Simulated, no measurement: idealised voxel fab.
process module | voxel lift off
cross-section cut | 155 nm wide | cells 5 nm
A cross-section is a grid of square cells, given in bands from the top down. A band is one or more rows of cells.
Each band's line starts with the height of the band's top and of its bottom, in nm. Then come its materials from left to right, each with its width in nm. One material with "throughout" fills the band from edge to edge. "air" is empty space.
Height 0 is the level under which the wafer as received is all one material. The lowest band goes on downwards, as in "0 down".
A width such as "30 to 40" changes by the same amount from each row of cells to the next, from the band's top row to its bottom row.
"no change" after a step means that no cell of the cross-section changed.
closed voids: empty space of 8 cells or more with no open way to the top, each as width x height at its distance from the left edge, in nm
after a step's settings: what the simulator itself notes on the step
overlay nm, on a step with a mask: how far to the right of its planned place the mask lay; to the left if negative
plan
1 op RECEIVE | material Si
2 op CONFORMAL_DEP | material SiN | thk nm 10
3 op PATTERN | tone open | mask id LINES | material resist | width nm 25 | pitch nm 40 | thk nm 30 | overlay nm 0
4 op DIRECTIONAL_DEP | material Ru | thk nm 15
5 op STRIP | etch materials resist
6 op CONFORMAL_DEP | material SiCN | thk nm 5
as received, after step 1
  0 down: Si throughout
  closed voids: none
a wafer at the end: this start, this plan, one mistake
  30 to 25: air 25 | SiCN 30 | air 10 | SiCN 30 | air 10 | SiCN 30 | air 20
  25 to 15: air 25 | SiCN 5 | Ru 20 | SiCN 5 | air 10 | SiCN 5 | Ru 20 | SiCN 5 | air 10 | SiCN 5 | Ru 20 | SiCN 5 | air 20
  15 to 10: SiCN 30 | Ru 20 | SiCN 20 | Ru 20 | SiCN 20 | Ru 20 | SiCN 25
  10 to 0: SiN throughout
  0 down: Si throughout
  closed voids: none
what went wrong: step 3 ran as: op PATTERN | tone open | mask id LINES | material resist | width nm 20 | pitch nm 40 | thk nm 30 | overlay nm 0
